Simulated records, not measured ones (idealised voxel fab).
process module | voxel self aligned vias
cross-section cut | 210 nm wide | cells 5 nm
A cross-section is a grid of square cells, given in bands from the top down. A band is one or more rows of cells.
Each band's line starts with the height of the band's top and of its bottom, in nm. Then come its materials from left to right, each with its width in nm. One material with "throughout" fills the band from edge to edge. "air" is empty space.
Height 0 is the level under which the wafer as received is all one material. The lowest band goes on downwards, as in "0 down".
A width such as "30 to 40" changes by the same amount from each row of cells to the next, from the band's top row to its bottom row.
"no change" after a step means that no cell of the cross-section changed.
closed voids: empty space of 8 cells or more with no open way to the top, each as width x height at its distance from the left edge, in nm
after a step's settings: what the simulator itself notes on the step
overlay nm, on a step with a mask: how far to the right of its planned place the mask lay; to the left if negative
plan
1 op RECEIVE | material Si
2 op CONFORMAL_DEP | material SiO2 | thk nm 10
3 op CONFORMAL_DEP | material SiCN | thk nm 5
4 op DIRECTIONAL_DEP | material lowk | thk nm 20
5 op PATTERN | tone open | mask id LINES | material resist | width nm 30 | pitch nm 55 | thk nm 15 | overlay nm 0
6 op DIRECTIONAL_ETCH | etch materials lowk | depth nm 20
7 op STRIP | etch materials resist
8 op CONFORMAL_DEP | material TiN | thk nm 5
9 op FILL_DEP | material Ru | thk nm 10
10 op CMP | height nm 35
11 op SELECTIVE_ETCH | etch materials W Ru TiN | depth nm 5
12 op FILL_DEP | material SiN | thk nm 5
13 op CMP | height nm 35
14 op DIRECTIONAL_DEP | material lowk | thk nm 20
15 op MASKED_ETCH | tone open | mask id VIAS | width nm 40 | etch materials lowk | depth nm 20 | overlay nm 0
16 op MASKED_ETCH | tone open | mask id VIAS | width nm 40 | etch materials SiN | depth nm 5 | overlay nm 0
17 op CONFORMAL_DEP | material TiN | thk nm 5
18 op FILL_DEP | material W | thk nm 10
19 op CMP | height nm 55
20 op CONFORMAL_DEP | material SiN | thk nm 5
first wafer, as planned
as received, after step 1
  0 down: Si throughout
  closed voids: none
after step 2
  10 to 0: SiO2 throughout
  below 0: unchanged
after step 3
  15 to 10: SiCN throughout
  below 10: unchanged
after step 4
  35 to 15: lowk throughout
  below 15: unchanged
after step 5
  50 to 35: resist 60 | air 30 | resist 25 | air 30 | resist 65
  below 35: unchanged
after step 6
  50 to 35: resist 60 | air 30 | resist 25 | air 30 | resist 65
  35 to 15: lowk 60 | air 30 | lowk 25 | air 30 | lowk 65
  below 15: unchanged
after step 7
  35 to 15: lowk 60 | air 30 | lowk 25 | air 30 | lowk 65
  below 15: unchanged
after step 8
  40 to 35: TiN 65 | air 20 | TiN 35 | air 20 | TiN 70
  35 to 20: lowk 60 | TiN 5 | air 20 | TiN 5 | lowk 25 | TiN 5 | air 20 | TiN 5 | lowk 65
  20 to 15: lowk 60 | TiN 30 | lowk 25 | TiN 30 | lowk 65
  below 15: unchanged
after step 9
  50 to 40: Ru throughout
  40 to 35: TiN 65 | Ru 20 | TiN 35 | Ru 20 | TiN 70
  35 to 20: lowk 60 | TiN 5 | Ru 20 | TiN 5 | lowk 25 | TiN 5 | Ru 20 | TiN 5 | lowk 65
  below 20: unchanged
after step 10
  35 to 20: lowk 60 | TiN 5 | Ru 20 | TiN 5 | lowk 25 | TiN 5 | Ru 20 | TiN 5 | lowk 65
  below 20: unchanged
after step 11
  35 to 30: lowk 60 | air 30 | lowk 25 | air 30 | lowk 65
  below 30: unchanged
after step 12
  40 to 35: SiN throughout
  35 to 30: lowk 60 | SiN 30 | lowk 25 | SiN 30 | lowk 65
  below 30: unchanged
after step 13
  35 to 30: lowk 60 | SiN 30 | lowk 25 | SiN 30 | lowk 65
  below 30: unchanged
after step 14
  55 to 35: lowk throughout
  below 35: unchanged
after step 15
  55 to 35: lowk 55 | air 40 | lowk 115
  below 35: unchanged
after step 16
  55 to 35: lowk 55 | air 40 | lowk 115
  35 to 30: lowk 60 | air 30 | lowk 25 | SiN 30 | lowk 65
  below 30: unchanged
after step 17
  60 to 55: TiN 60 | air 30 | TiN 120
  55 to 40: lowk 55 | TiN 5 | air 30 | TiN 5 | lowk 115
  40 to 35: lowk 55 | TiN 10 | air 20 | TiN 10 | lowk 115
  35 to 30: lowk 60 | TiN 30 | lowk 25 | SiN 30 | lowk 65
  below 30: unchanged
after step 18
  70 to 60: W throughout
  60 to 55: TiN 60 | W 30 | TiN 120
  55 to 40: lowk 55 | TiN 5 | W 30 | TiN 5 | lowk 115
  40 to 35: lowk 55 | TiN 10 | W 20 | TiN 10 | lowk 115
  below 35: unchanged
after step 19
  55 to 40: lowk 55 | TiN 5 | W 30 | TiN 5 | lowk 115
  below 40: unchanged
after step 20
  60 to 55: SiN throughout
  below 55: unchanged
second wafer: like start, like plan, one mistake. Through step 14 it matches the first wafer
when step 15 should have ended
  55 to 35: lowk 55 | air 40 | lowk 115
  35 to 30: lowk 55 | air 5 | SiN 30 | air 5 | lowk 20 | SiN 30 | lowk 65
  30 to 20: lowk 55 | air 5 | TiN 5 | Ru 20 | TiN 5 | air 5 | lowk 20 | TiN 5 | Ru 20 | TiN 5 | lowk 65
  20 to 15: lowk 55 | air 5 | TiN 30 | air 5 | lowk 20 | TiN 30 | lowk 65
  below 15: unchanged
when step 16 should have ended
  55 to 35: lowk 55 | air 40 | lowk 115
  35 to 30: lowk 55 | air 40 | lowk 20 | SiN 30 | lowk 65
  below 30: unchanged
when step 17 should have ended
  60 to 55: TiN 60 | air 30 | TiN 120
  55 to 35: lowk 55 | TiN 5 | air 30 | TiN 5 | lowk 115
  35 to 30: lowk 55 | TiN 40 | lowk 20 | SiN 30 | lowk 65
  30 to 20: lowk 55 | TiN 10 | Ru 20 | TiN 10 | lowk 20 | TiN 5 | Ru 20 | TiN 5 | lowk 65
  20 to 15: lowk 55 | TiN 40 | lowk 20 | TiN 30 | lowk 65
  below 15: unchanged
when step 18 should have ended
  70 to 60: W throughout
  60 to 55: TiN 60 | W 30 | TiN 120
  55 to 35: lowk 55 | TiN 5 | W 30 | TiN 5 | lowk 115
  below 35: unchanged
when step 19 should have ended
  55 to 35: lowk 55 | TiN 5 | W 30 | TiN 5 | lowk 115
  below 35: unchanged
when step 20 should have ended
  60 to 55: SiN throughout
  below 55: unchanged
what went wrong: step 15 was run twice
at the end the second wafer has, in cells: 6 more of TiN | 2 more of W | 8 fewer of lowk
